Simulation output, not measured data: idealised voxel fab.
The process module that follows is named voxel fin reveal.
Square cells of 5 nm make up the cross-section cut, whose width is 220 nm.
Each cross-section below is a grid of square cells, stated as bands in top-down order, with one or more rows of cells making up each band.
First you get the band's top height and its bottom height, in nm, and then the materials it's made of, left to right, with each width in nm. If you see a single material with "full width", that one covers the band edge to edge. "blank" is empty space.
Note: height 0 marks the level under which the wafer is uniformly one material as received. Lowest band unbounded below, written "0 and below".
Width "30->40": first value at the band's top row of cells, second value at its bottom row, equal change from row to row.
"changes: none" after a step means that no cell of the cross-section changed.
"Voids lacking openings" means: voids of 8 cells or more that are shut off from the top with no open way through. Written width x height at distance, distance from the left edge, in nm.
Post-settings text on a step line: simulator's own remark regarding the step.
The line of a step may include "overlay nm". On a step with a mask, this value is how far to the right of its planned place the mask lay. A negative value means the mask lay to the left.
# plan
1,RECEIVE with material Si
2,CONFORMAL_DEP with material SiN, thk nm 10
3,MASKED_ETCH with tone cover, mask id FINS, width nm 15, pitch nm 40, etch materials SiN, depth nm 10, overlay nm -15
4,MASKED_ETCH with tone cover, mask id FINS, width nm 15, pitch nm 40, etch materials Si, depth nm 40, overlay nm 0
5,OXIDIZE with depth nm 5
6,FILL_DEP with material SiO2, thk nm 5
7,CMP with height nm 10
8,SELECTIVE_ETCH with etch materials SiO2, depth nm 40
9,STRIP with etch materials SiN
Where the wafers of this document differ is in the overlay nm of step 3; they start out the same, and the plan states the value that applied to the first wafer.
# So this is the first of several wafers, cross-sectioned as it came to us, meaning it's at the end of step 1
- 0 and below = Si full width
- Voids lacking openings: none
# Wafer cross-section (first of several) - module end, post step 9 (last step)
- 0 down to -5 = blank: 30 / Si: 5 / blank: 35 / Si: 5 / blank: 35 / Si: 5 / blank: 35 / Si: 5 / blank: 65
- -5 down to -30 = blank: 30 / Si: 20 / blank: 20 / Si: 20 / blank: 20 / Si: 20 / blank: 20 / Si: 20 / blank: 50
- -30 down to -45 = SiO2: 30 / Si: 20 / SiO2: 20 / Si: 20 / SiO2: 20 / Si: 20 / SiO2: 20 / Si: 20 / SiO2: 50
- -45 and below = Si full width
- Voids lacking openings: none
# Cross-section, last wafer, module completion
- 0 down to -5 = blank: 60 / Si: 5 / blank: 35 / Si: 5 / blank: 35 / Si: 5 / blank: 35 / Si: 5 / blank: 35
- -5 down to -30 = blank: 45 / Si: 20 / blank: 20 / Si: 20 / blank: 20 / Si: 20 / blank: 20 / Si: 20 / blank: 35
- -30 down to -45 = SiO2: 45 / Si: 20 / SiO2: 20 / Si: 20 / SiO2: 20 / Si: 20 / SiO2: 20 / Si: 20 / SiO2: 35
- -45 and below = Si full width
- Voids lacking openings: none
# Quick key for the table: a row per wafer, taken at the end of the module. For each material it tells you how many cells the wafer gained (+) or lost (-) since it came in, and the closed voids come after
overlay nm -15; -264 Si; +84 SiO2; Voids lacking openings: none
overlay nm -10; -296 Si; +96 SiO2; Voids lacking openings: none
overlay nm -5; -328 Si; +108 SiO2; Voids lacking openings: none
overlay nm 0; -360 Si; +120 SiO2; Voids lacking openings: none
overlay nm 5; -328 Si; +108 SiO2; Voids lacking openings: none
overlay nm 10; -296 Si; +96 SiO2; Voids lacking openings: none
overlay nm 15; -264 Si; +84 SiO2; Voids lacking openings: none
